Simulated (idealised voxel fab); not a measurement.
A process module follows: voxel tone inversion.
Cross-section cut spans 220 nm and uses square cells 5 nm in size.
We lay out every cross-section as a grid of square cells and spell it out in bands from the top down, where one band means one or more rows of cells. Band entry format. Leading values: height of top, height of bottom, nm. Remainder: materials in left-to-right order, each with its width in nm. Special words: "throughout" on a single material, which then fills the band edge to edge; "air", empty space. Ref level 0: as-received wafer is one material below here. Bottom band extends down with no lower bound ("z 0 and below"). Width: "30->40" (first number = top row, second number = bottom row, same change from row to row of cells). "nothing got changed" means the step left every cell of the cross-section as it was. Basically, "Voids lacking openings" tells you about the enclosed voids: empty spaces with no open way to the top, 8 cells or bigger, each written width x height at distance, where distance is from the left edge, all in nm. Post-settings text on a step line: simulator's own remark regarding the step. overlay nm: mask right of planned place by this much (step with mask). Neg. = left. Pairs, read this way: before one process step on the one hand, after it on the other, the after cross-section ending at the lowest band that changed; the step between, settings included, beneath. Same starting wafer throughout, but possibly different runs of this module, so no pair continues from the pair above unless its entry headed "Before the step" says so.

### Before the step
z 0 and below | Si throughout
Voids lacking openings: none

### Post-Step Appearance
z 5 to 0 | SiN throughout
Below 0, the layers are the same as they were.
Voids lacking openings: none
So what happened between those two cross-sections up there? CONFORMAL_DEP [material SiN] [thk nm 5]

Before the step: the wafer arrives at this step looking as the after cross-section in the pair just above shows it.

### Post-Step Appearance
z 20 to 5 | polySi throughout
Below 5, the layers are the same as they were.
Voids lacking openings: none
So what happened between those two cross-sections up there? DIRECTIONAL_DEP [material polySi] [thk nm 15]

Before the step: the wafer arrives at this step looking as the after cross-section in the pair just above shows it.

### Post-Step Appearance
z 45 to 20 | 60 air; 20 resist; 20 air; 20 resist; 20 air; 20 resist; 60 air
Below 20, the layers are the same as they were.
Voids lacking openings: none
So what happened between those two cross-sections up there? PATTERN [tone cover] [mask id POSTS] [material resist] [width nm 20] [pitch nm 40] [thk nm 25] [overlay nm 0]

Before the step: the wafer arrives at this step looking as the after cross-section in the pair just above shows it.

### Post-Step Appearance
z 45 to 20 | 60 air; 20 resist; 20 air; 20 resist; 20 air; 20 resist; 60 air
z 20 to 5 | 60 air; 20 polySi; 20 air; 20 polySi; 20 air; 20 polySi; 60 air
Below 5, the layers are the same as they were.
Voids lacking openings: none
So what happened between those two cross-sections up there? DIRECTIONAL_ETCH [etch materials polySi] [depth nm 15]

Before the step: the wafer arrives at this step looking as the after cross-section in the pair just above shows it.

### Post-Step Appearance
z 20 to 5 | 60 air; 20 polySi; 20 air; 20 polySi; 20 air; 20 polySi; 60 air
Below 5, the layers are the same as they were.
Voids lacking openings: none
So what happened between those two cross-sections up there? STRIP [etch materials resist]

Before the step: the wafer arrives at this step looking as the after cross-section in the pair just above shows it.

### Post-Step Appearance
z 30 to 20 | lowk throughout
z 20 to 5 | 60 lowk; 20 polySi; 20 lowk; 20 polySi; 20 lowk; 20 polySi; 60 lowk
Below 5, the layers are the same as they were.
Voids lacking openings: none
So what happened between those two cross-sections up there? FILL_DEP [material lowk] [thk nm 10]

Before the step: the wafer arrives at this step looking as the after cross-section in the pair just above shows it.

### Post-Step Appearance
z 20 to 5 | 60 lowk; 20 polySi; 20 lowk; 20 polySi; 20 lowk; 20 polySi; 60 lowk
Below 5, the layers are the same as they were.
Voids lacking openings: none
So what happened between those two cross-sections up there? CMP [height nm 20]

Before the step: the wafer arrives at this step looking as the after cross-section in the pair just above shows it.

### Post-Step Appearance
z 20 to 5 | 60 lowk; 20 air; 20 lowk; 20 air; 20 lowk; 20 air; 60 lowk
Below 5, the layers are the same as they were.
Voids lacking openings: none
So what happened between those two cross-sections up there? STRIP [etch materials polySi]

### Before the step
z 0 and below | Si throughout
Voids lacking openings: none

### Post-Step Appearance
z 15 to 0 | polySi throughout
Below 0, the layers are the same as they were.
Voids lacking openings: none
So what happened between those two cross-sections up there? DIRECTIONAL_DEP [material polySi] [thk nm 15]

Before the step: the wafer arrives at this step looking as the after cross-section in the pair just above shows it.

### Post-Step Appearance
z 40 to 15 | 60 air; 20 resist; 20 air; 20 resist; 20 air; 20 resist; 60 air
Below 15, the layers are the same as they were.
Voids lacking openings: none
So what happened between those two cross-sections up there? PATTERN [tone cover] [mask id POSTS] [material resist] [width nm 20] [pitch nm 40] [thk nm 25] [overlay nm 0]

Before the step: the wafer arrives at this step looking as the after cross-section in the pair just above shows it.

### Post-Step Appearance
z 40 to 15 | 60 air; 20 resist; 20 air; 20 resist; 20 air; 20 resist; 60 air
z 15 to 0 | 60 air; 20 polySi; 20 air; 20 polySi; 20 air; 20 polySi; 60 air
Below 0, the layers are the same as they were.
Voids lacking openings: none
So what happened between those two cross-sections up there? DIRECTIONAL_ETCH [etch materials polySi] [depth nm 15]

Before the step: the wafer arrives at this step looking as the after cross-section in the pair just above shows it.

### Post-Step Appearance
z 15 to 0 | 60 air; 20 polySi; 20 air; 20 polySi; 20 air; 20 polySi; 60 air
Below 0, the layers are the same as they were.
Voids lacking openings: none
So what happened between those two cross-sections up there? STRIP [etch materials resist]

Before the step: the wafer arrives at this step looking as the after cross-section in the pair just above shows it.

### Post-Step Appearance
z 25 to 15 | lowk throughout
z 15 to 0 | 60 lowk; 20 polySi; 20 lowk; 20 polySi; 20 lowk; 20 polySi; 60 lowk
Below 0, the layers are the same as they were.
Voids lacking openings: none
So what happened between those two cross-sections up there? FILL_DEP [material lowk] [thk nm 10]

Before the step: the wafer arrives at this step looking as the after cross-section in the pair just above shows it.

### Post-Step Appearance
z 20 to 15 | lowk throughout
Below 15, the layers are the same as they were.
Voids lacking openings: none
So what happened between those two cross-sections up there? CMP [height nm 20]

### Before the step
z 15 to 0 | polySi throughout
z 0 and below | Si throughout
Voids lacking openings: none

### Post-Step Appearance
z 20 to 15 | SiN throughout
Below 15, the layers are the same as they were.
Voids lacking openings: none
So what happened between those two cross-sections up there? CONFORMAL_DEP [material SiN] [thk nm 5]

Before the step: the wafer arrives at this step looking as the after cross-section in the pair just above shows it.

### Post-Step Appearance
z 45 to 20 | 60 air; 20 resist; 20 air; 20 resist; 20 air; 20 resist; 60 air
Below 20, the layers are the same as they were.
Voids lacking openings: none
So what happened between those two cross-sections up there? PATTERN [tone cover] [mask id POSTS] [material resist] [width nm 20] [pitch nm 40] [thk nm 25] [overlay nm 0]

Before the step: the wafer arrives at this step looking as the after cross-section in the pair just above shows it.

### Post-Step Appearance
z 20 to 15 | SiN throughout
Below 15, the layers are the same as they were.
Voids lacking openings: none
So what happened between those two cross-sections up there? STRIP [etch materials resist]

Before the step: the wafer arrives at this step looking as the after cross-section in the pair just above shows it.

### Post-Step Appearance
z 30 to 20 | lowk throughout
Below 20, the layers are the same as they were.
Voids lacking openings: none
So what happened between those two cross-sections up there? FILL_DEP [material lowk] [thk nm 10]

Before the step: the wafer arrives at this step looking as the after cross-section in the pair just above shows it.

### Post-Step Appearance
z 20 to 15 | SiN throughout
Below 15, the layers are the same as they were.
Voids lacking openings: none
So what happened between those two cross-sections up there? CMP [height nm 20]

### Before the step
z 30 to 20 | lowk throughout
z 20 to 5 | 60 lowk; 20 polySi; 20 lowk; 20 polySi; 20 lowk; 20 polySi; 60 lowk
z 5 to 0 | SiN throughout
z 0 and below | Si throughout
Voids lacking openings: none

### Post-Step Appearance
z 10 to 5 | 60 lowk; 20 polySi; 20 lowk; 20 polySi; 20 lowk; 20 polySi; 60 lowk
Below 5, the layers are the same as they were.
Voids lacking openings: none
So what happened between those two cross-sections up there? CMP [height nm 10]

Before the step: the wafer arrives at this step looking as the after cross-section in the pair just above shows it.

### Post-Step Appearance
z 10 to 5 | 60 lowk; 20 air; 20 lowk; 20 air; 20 lowk; 20 air; 60 lowk
Below 5, the layers are the same as they were.
Voids lacking openings: none
So what happened between those two cross-sections up there? STRIP [etch materials polySi]

### Before the step
z 20 to 5 | polySi throughout
z 5 to 0 | SiN throughout
z 0 and below | Si throughout
Voids lacking openings: none

### Post-Step Appearance
z 45 to 20 | 60 air; 25 resist; 15 air; 25 resist; 15 air; 25 resist; 55 air
Below 20, the layers are the same as they were.
Voids lacking openings: none
So what happened between those two cross-sections up there? PATTERN [tone cover] [mask id POSTS] [material resist] [width nm 25] [pitch nm 40] [thk nm 25] [overlay nm 0]

Before the step: the wafer arrives at this step looking as the after cross-section in the pair just above shows it.

### Post-Step Appearance
z 45 to 20 | 60 air; 25 resist; 15 air; 25 resist; 15 air; 25 resist; 55 air
z 20 to 5 | 60 air; 25 polySi; 15 air; 25 polySi; 15 air; 25 polySi; 55 air
Below 5, the layers are the same as they were.
Voids lacking openings: none
So what happened between those two cross-sections up there? DIRECTIONAL_ETCH [etch materials polySi] [depth nm 15]

Before the step: the wafer arrives at this step looking as the after cross-section in the pair just above shows it.

### Post-Step Appearance
z 20 to 5 | 60 air; 25 polySi; 15 air; 25 polySi; 15 air; 25 polySi; 55 air
Below 5, the layers are the same as they were.
Voids lacking openings: none
So what happened between those two cross-sections up there? STRIP [etch materials resist]

Before the step: the wafer arrives at this step looking as the after cross-section in the pair just above shows it.

### Post-Step Appearance
z 30 to 20 | lowk throughout
z 20 to 5 | 60 lowk; 25 polySi; 15 lowk; 25 polySi; 15 lowk; 25 polySi; 55 lowk
Below 5, the layers are the same as they were.
Voids lacking openings: none
So what happened between those two cross-sections up there? FILL_DEP [material lowk] [thk nm 10]

Before the step: the wafer arrives at this step looking as the after cross-section in the pair just above shows it.

### Post-Step Appearance
z 20 to 5 | 60 lowk; 25 polySi; 15 lowk; 25 polySi; 15 lowk; 25 polySi; 55 lowk
Below 5, the layers are the same as they were.
Voids lacking openings: none
So what happened between those two cross-sections up there? CMP [height nm 20]

Before the step: the wafer arrives at this step looking as the after cross-section in the pair just above shows it.

### Post-Step Appearance
z 20 to 5 | 60 lowk; 25 air; 15 lowk; 25 air; 15 lowk; 25 air; 55 lowk
Below 5, the layers are the same as they were.
Voids lacking openings: none
So what happened between those two cross-sections up there? STRIP [etch materials polySi]

### Before the step
z 20 to 5 | polySi throughout
z 5 to 0 | SiN throughout
z 0 and below | Si throughout
Voids lacking openings: none

### Post-Step Appearance
z 45 to 20 | 55 air; 20 resist; 20 air; 20 resist; 20 air; 20 resist; 65 air
Below 20, the layers are the same as they were.
Voids lacking openings: none
So what happened between those two cross-sections up there? PATTERN [tone cover] [mask id POSTS] [material resist] [width nm 20] [pitch nm 40] [thk nm 25] [overlay nm -5]

Before the step: the wafer arrives at this step looking as the after cross-section in the pair just above shows it.

### Post-Step Appearance
z 45 to 20 | 55 air; 20 resist; 20 air; 20 resist; 20 air; 20 resist; 65 air
z 20 to 5 | 55 air; 20 polySi; 20 air; 20 polySi; 20 air; 20 polySi; 65 air
Below 5, the layers are the same as they were.
Voids lacking openings: none
So what happened between those two cross-sections up there? DIRECTIONAL_ETCH [etch materials polySi] [depth nm 15]

Before the step: the wafer arrives at this step looking as the after cross-section in the pair just above shows it.

### Post-Step Appearance
z 20 to 5 | 55 air; 20 polySi; 20 air; 20 polySi; 20 air; 20 polySi; 65 air
Below 5, the layers are the same as they were.
Voids lacking openings: none
So what happened between those two cross-sections up there? STRIP [etch materials resist]

Before the step: the wafer arrives at this step looking as the after cross-section in the pair just above shows it.

### Post-Step Appearance
z 30 to 20 | lowk throughout
z 20 to 5 | 55 lowk; 20 polySi; 20 lowk; 20 polySi; 20 lowk; 20 polySi; 65 lowk
Below 5, the layers are the same as they were.
Voids lacking openings: none
So what happened between those two cross-sections up there? FILL_DEP [material lowk] [thk nm 10]

Before the step: the wafer arrives at this step looking as the after cross-section in the pair just above shows it.

### Post-Step Appearance
z 20 to 5 | 55 lowk; 20 polySi; 20 lowk; 20 polySi; 20 lowk; 20 polySi; 65 lowk
Below 5, the layers are the same as they were.
Voids lacking openings: none
So what happened between those two cross-sections up there? CMP [height nm 20]

Before the step: the wafer arrives at this step looking as the after cross-section in the pair just above shows it.

### Post-Step Appearance
z 20 to 5 | 55 lowk; 20 air; 20 lowk; 20 air; 20 lowk; 20 air; 65 lowk
Below 5, the layers are the same as they were.
Voids lacking openings: none
So what happened between those two cross-sections up there? STRIP [etch materials polySi]

### Before the step
z 5 to 0 | SiN throughout
z 0 and below | Si throughout
Voids lacking openings: none

### Post-Step Appearance
z 20 to 5 | lowk throughout
Below 5, the layers are the same as they were.
Voids lacking openings: none
So what happened between those two cross-sections up there? DIRECTIONAL_DEP [material lowk] [thk nm 15]

Before the step: the wafer arrives at this step looking as the after cross-section in the pair just above shows it.

### Post-Step Appearance
z 45 to 20 | 60 air; 20 resist; 20 air; 20 resist; 20 air; 20 resist; 60 air
Below 20, the layers are the same as they were.
Voids lacking openings: none
So what happened between those two cross-sections up there? PATTERN [tone cover] [mask id POSTS] [material resist] [width nm 20] [pitch nm 40] [thk nm 25] [overlay nm 0]

Before the step: the wafer arrives at this step looking as the after cross-section in the pair just above shows it.

### Post-Step Appearance
z 20 to 5 | lowk throughout
Below 5, the layers are the same as they were.
Voids lacking openings: none
So what happened between those two cross-sections up there? STRIP [etch materials resist]

Before the step: the wafer arrives at this step looking as the after cross-section in the pair just above shows it.

### Post-Step Appearance
z 30 to 5 | lowk throughout
Below 5, the layers are the same as they were.
Voids lacking openings: none
So what happened between those two cross-sections up there? FILL_DEP [material lowk] [thk nm 10]

Before the step: the wafer arrives at this step looking as the after cross-section in the pair just above shows it.

### Post-Step Appearance
z 20 to 5 | lowk throughout
Below 5, the layers are the same as they were.
Voids lacking openings: none
So what happened between those two cross-sections up there? CMP [height nm 20]

### Before the step
z 20 to 5 | polySi throughout
z 5 to 0 | SiN throughout
z 0 and below | Si throughout
Voids lacking openings: none

### Post-Step Appearance
z 45 to 20 | 60 resist; 20 air; 20 resist; 20 air; 20 resist; 20 air; 60 resist
Below 20, the layers are the same as they were.
Voids lacking openings: none
So what happened between those two cross-sections up there? PATTERN [tone open] [mask id POSTS] [material resist] [width nm 20] [pitch nm 40] [thk nm 25] [overlay nm 0]

Before the step: the wafer arrives at this step looking as the after cross-section in the pair just above shows it.

### Post-Step Appearance
z 45 to 20 | 60 resist; 20 air; 20 resist; 20 air; 20 resist; 20 air; 60 resist
z 20 to 5 | 60 polySi; 20 air; 20 polySi; 20 air; 20 polySi; 20 air; 60 polySi
Below 5, the layers are the same as they were.
Voids lacking openings: none
So what happened between those two cross-sections up there? DIRECTIONAL_ETCH [etch materials polySi] [depth nm 15]

Before the step: the wafer arrives at this step looking as the after cross-section in the pair just above shows it.

### Post-Step Appearance
z 20 to 5 | 60 polySi; 20 air; 20 polySi; 20 air; 20 polySi; 20 air; 60 polySi
Below 5, the layers are the same as they were.
Voids lacking openings: none
So what happened between those two cross-sections up there? STRIP [etch materials resist]

Before the step: the wafer arrives at this step looking as the after cross-section in the pair just above shows it.

### Post-Step Appearance
z 30 to 20 | lowk throughout
z 20 to 5 | 60 polySi; 20 lowk; 20 polySi; 20 lowk; 20 polySi; 20 lowk; 60 polySi
Below 5, the layers are the same as they were.
Voids lacking openings: none
So what happened between those two cross-sections up there? FILL_DEP [material lowk] [thk nm 10]

Before the step: the wafer arrives at this step looking as the after cross-section in the pair just above shows it.

### Post-Step Appearance
z 20 to 5 | 60 polySi; 20 lowk; 20 polySi; 20 lowk; 20 polySi; 20 lowk; 60 polySi
Below 5, the layers are the same as they were.
Voids lacking openings: none
So what happened between those two cross-sections up there? CMP [height nm 20]

Before the step: the wafer arrives at this step looking as the after cross-section in the pair just above shows it.

### Post-Step Appearance
z 20 to 5 | 60 air; 20 lowk; 20 air; 20 lowk; 20 air; 20 lowk; 60 air
Below 5, the layers are the same as they were.
Voids lacking openings: none
So what happened between those two cross-sections up there? STRIP [etch materials polySi]
